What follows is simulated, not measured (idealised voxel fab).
Herein follows the process module entitled voxel gate over fins.
FYI the section here is cut, 215 nm wide, cells are 5 nm squares.
For the purposes of this document, a cross-section shall be understood as a grid of square cells, specified as bands listed in top-to-bottom order, each band consisting of one or more rows of cells.
Band entry format. Leading values: height of top, height of bottom, nm. Remainder: materials in left-to-right order, each with its width in nm. Special words: "edge to edge" on a single material, which then fills the band edge to edge; "blank", empty space.
Beneath 0, the wafer as received is one material, and that level is where height counting begins. The lowest band goes on downward without a bottom; it is written like "0 down".
Width: "30->40" (first number = top row, second number = bottom row, same change from row to row of cells).
The designation "no change", where it is given for a processing step, indicates that no cell of the cross-section was altered in the course of that step.
Enclosed voids (no open way to top), threshold 8 cells or more, entry "Closed empty spaces", notation width x height at distance, distance from left edge, nm.
Read whatever lies past the settings on a step's line as the simulator's own remark about the step.
Each step line may optionally specify "overlay nm", which for a step with a mask gives the rightward distance between the mask's planned place and where it lay, a negative value indicating the leftward direction.

PROCESS STEPS - PLAN
| 1 | RECEIVE (material Si) |
| 2 | CONFORMAL_DEP (material SiN; thk nm 5) |
| 3 | MASKED_ETCH (tone cover; mask id FINS; width nm 15; pitch nm 40; etch materials SiN; depth nm 5; overlay nm 0) |
| 4 | MASKED_ETCH (tone cover; mask id FINS; width nm 15; pitch nm 40; etch materials Si; depth nm 35; overlay nm 0) |
| 5 | FILL_DEP (material SiO2; thk nm 15) |
| 6 | CMP (height nm 5) |
| 7 | SELECTIVE_ETCH (etch materials SiO2; depth nm 20) |
| 8 | STRIP (etch materials SiN) |
| 9 | CONFORMAL_DEP (material HfO2; thk nm 5) |
| 10 | CONFORMAL_DEP (material TiN; thk nm 5) |
| 11 | FILL_DEP (material W; thk nm 15) |
| 12 | CMP (height nm 20) |
| 13 | CONFORMAL_DEP (material SiN; thk nm 5) |

FIRST OF THE TWO WAFERS, RUN PER PLAN

STEP 1 COMPLETE: CROSS-SECTION OF THE WAFER AS RECEIVED
    0 down: Si edge to edge
    Closed empty spaces: none

SO THIS IS THE WAFER CROSS-SECTION RIGHT AFTER STEP 2
    5 to 0: SiN edge to edge
    Rest of section, below 0: as before.

SO THIS IS THE WAFER CROSS-SECTION RIGHT AFTER STEP 3
    5 to 0: 80 of blank / 15 of SiN / 25 of blank / 15 of SiN / 80 of blank
    Rest of section, below 0: as before.

SO THIS IS THE WAFER CROSS-SECTION RIGHT AFTER STEP 4
    5 to 0: 80 of blank / 15 of SiN / 25 of blank / 15 of SiN / 80 of blank
    0 to -35: 80 of blank / 15 of Si / 25 of blank / 15 of Si / 80 of blank
    Rest of section, below -35: as before.

SO THIS IS THE WAFER CROSS-SECTION RIGHT AFTER STEP 5
    20 to 5: SiO2 edge to edge
    5 to 0: 80 of SiO2 / 15 of SiN / 25 of SiO2 / 15 of SiN / 80 of SiO2
    0 to -35: 80 of SiO2 / 15 of Si / 25 of SiO2 / 15 of Si / 80 of SiO2
    Rest of section, below -35: as before.

SO THIS IS THE WAFER CROSS-SECTION RIGHT AFTER STEP 6
    5 to 0: 80 of SiO2 / 15 of SiN / 25 of SiO2 / 15 of SiN / 80 of SiO2
    Rest of section, below 0: as before.

SO THIS IS THE WAFER CROSS-SECTION RIGHT AFTER STEP 7
    5 to 0: 80 of blank / 15 of SiN / 25 of blank / 15 of SiN / 80 of blank
    0 to -15: 80 of blank / 15 of Si / 25 of blank / 15 of Si / 80 of blank
    Rest of section, below -15: as before.

SO THIS IS THE WAFER CROSS-SECTION RIGHT AFTER STEP 8
    0 to -15: 80 of blank / 15 of Si / 25 of blank / 15 of Si / 80 of blank
    Rest of section, below -15: as before.

SO THIS IS THE WAFER CROSS-SECTION RIGHT AFTER STEP 9
    5 to 0: 75 of blank / 25 of HfO2 / 15 of blank / 25 of HfO2 / 75 of blank
    0 to -10: 75 of blank / 5 of HfO2 / 15 of Si / 5 of HfO2 / 15 of blank / 5 of HfO2 / 15 of Si / 5 of HfO2 / 75 of blank
    -10 to -15: 80 of HfO2 / 15 of Si / 25 of HfO2 / 15 of Si / 80 of HfO2
    Rest of section, below -15: as before.

SO THIS IS THE WAFER CROSS-SECTION RIGHT AFTER STEP 10
    10 to 5: 70 of blank / 35 of TiN / 5 of blank / 35 of TiN / 70 of blank
    5 to 0: 70 of blank / 5 of TiN / 25 of HfO2 / 5 of TiN / 5 of blank / 5 of TiN / 25 of HfO2 / 5 of TiN / 70 of blank
    0 to -5: 70 of blank / 5 of TiN / 5 of HfO2 / 15 of Si / 5 of HfO2 / 5 of TiN / 5 of blank / 5 of TiN / 5 of HfO2 / 15 of Si / 5 of HfO2 / 5 of TiN / 70 of blank
    -5 to -10: 75 of TiN / 5 of HfO2 / 15 of Si / 5 of HfO2 / 15 of TiN / 5 of HfO2 / 15 of Si / 5 of HfO2 / 75 of TiN
    Rest of section, below -10: as before.

SO THIS IS THE WAFER CROSS-SECTION RIGHT AFTER STEP 11
    25 to 10: W edge to edge
    10 to 5: 70 of W / 35 of TiN / 5 of W / 35 of TiN / 70 of W
    5 to 0: 70 of W / 5 of TiN / 25 of HfO2 / 5 of TiN / 5 of W / 5 of TiN / 25 of HfO2 / 5 of TiN / 70 of W
    0 to -5: 70 of W / 5 of TiN / 5 of HfO2 / 15 of Si / 5 of HfO2 / 5 of TiN / 5 of W / 5 of TiN / 5 of HfO2 / 15 of Si / 5 of HfO2 / 5 of TiN / 70 of W
    Rest of section, below -5: as before.

SO THIS IS THE WAFER CROSS-SECTION RIGHT AFTER STEP 12
    20 to 10: W edge to edge
    Rest of section, below 10: as before.

SO THIS IS THE WAFER CROSS-SECTION RIGHT AFTER STEP 13
    25 to 20: SiN edge to edge
    Rest of section, below 20: as before.

THE SECOND WAFER WAS PREPARED FROM THE SAME STARTING POINT AND UNDER THE SAME PLAN AS THE FIRST; ITS PROCESSING CONTAINED ONE MISTAKE, AND IT REMAINS INDISTINGUISHABLE FROM THE FIRST WAFER UP TO AND INCLUDING STEP 9

SECOND WAFER CROSS-SECTION, TAKEN AS OF THE TIME THE PLAN SETS FOR STEP 10 TO BE DONE
    10 to 5: 70 of blank / 35 of SiN / 5 of blank / 35 of SiN / 70 of blank
    5 to 0: 70 of blank / 5 of SiN / 25 of HfO2 / 5 of SiN / 5 of blank / 5 of SiN / 25 of HfO2 / 5 of SiN / 70 of blank
    0 to -5: 70 of blank / 5 of SiN / 5 of HfO2 / 15 of Si / 5 of HfO2 / 5 of SiN / 5 of blank / 5 of SiN / 5 of HfO2 / 15 of Si / 5 of HfO2 / 5 of SiN / 70 of blank
    -5 to -10: 75 of SiN / 5 of HfO2 / 15 of Si / 5 of HfO2 / 15 of SiN / 5 of HfO2 / 15 of Si / 5 of HfO2 / 75 of SiN
    Rest of section, below -10: as before.

SECOND WAFER CROSS-SECTION, TAKEN AS OF THE TIME THE PLAN SETS FOR STEP 11 TO BE DONE
    25 to 10: W edge to edge
    10 to 5: 70 of W / 35 of SiN / 5 of W / 35 of SiN / 70 of W
    5 to 0: 70 of W / 5 of SiN / 25 of HfO2 / 5 of SiN / 5 of W / 5 of SiN / 25 of HfO2 / 5 of SiN / 70 of W
    0 to -5: 70 of W / 5 of SiN / 5 of HfO2 / 15 of Si / 5 of HfO2 / 5 of SiN / 5 of W / 5 of SiN / 5 of HfO2 / 15 of Si / 5 of HfO2 / 5 of SiN / 70 of W
    Rest of section, below -5: as before.

SECOND WAFER CROSS-SECTION, TAKEN AS OF THE TIME THE PLAN SETS FOR STEP 12 TO BE DONE
    20 to 10: W edge to edge
    Rest of section, below 10: as before.

SECOND WAFER CROSS-SECTION, TAKEN AS OF THE TIME THE PLAN SETS FOR STEP 13 TO BE DONE
    25 to 20: SiN edge to edge
    Rest of section, below 20: as before.
Here's what went sideways: step 10 was not run as planned; what actually ran was CONFORMAL_DEP (material SiN; thk nm 5)
Looking at both finished wafers in cells, the second ends up ahead of or behind the first on some materials: 55 more of SiN | 55 fewer of TiN
